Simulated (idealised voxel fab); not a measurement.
process module | voxel tone inversion
cross-section cut | 300 nm wide | cells 5 nm
A cross-section is a grid of square cells, given in bands from the top down. A band is one or more rows of cells.
Each band's line starts with the height of the band's top and of its bottom, in nm. Then come its materials from left to right, each with its width in nm. One material with "throughout" fills the band from edge to edge. "air" is empty space.
Height 0 is the level under which the wafer as received is all one material. The lowest band goes on downwards, as in "0 down".
A width such as "30 to 40" changes by the same amount from each row of cells to the next, from the band's top row to its bottom row.
"no change" after a step means that no cell of the cross-section changed.
closed voids: empty space of 8 cells or more with no open way to the top, each as width x height at its distance from the left edge, in nm
after a step's settings: what the simulator itself notes on the step
overlay nm, on a step with a mask: how far to the right of its planned place the mask lay; to the left if negative
plan
1 op RECEIVE | material Si
2 op CONFORMAL_DEP | material SiCN | thk nm 5
3 op DIRECTIONAL_DEP | material polySi | thk nm 15
4 op PATTERN | tone cover | mask id POSTS | material resist | width nm 15 | pitch nm 40 | thk nm 25 | overlay nm 0
5 op DIRECTIONAL_ETCH | etch materials polySi | depth nm 15
6 op STRIP | etch materials resist
7 op FILL_DEP | material SiO2 | thk nm 5
8 op CMP | height nm 20
9 op STRIP | etch materials polySi
varied across the wafers: width nm of step 4. The plan shows the first wafer's value. All wafers start alike
first wafer as received, after step 1
  0 down: Si throughout
  closed voids: none
first wafer at the end, after step 9
  20 to 5: SiO2 125 | air 15 | SiO2 25 | air 15 | SiO2 120
  5 to 0: SiCN throughout
  0 down: Si throughout
  closed voids: none
last wafer at the end
  20 to 5: SiO2 120 | air 25 | SiO2 15 | air 25 | SiO2 115
  5 to 0: SiCN throughout
  0 down: Si throughout
  closed voids: none
each wafer at the end: cells of each material gained (+) or lost (-) since it was received, then its closed voids
width nm 15 | +60 SiCN | +162 SiO2 | closed voids: none
width nm 20 | +60 SiCN | +156 SiO2 | closed voids: none
width nm 25 | +60 SiCN | +150 SiO2 | closed voids: none
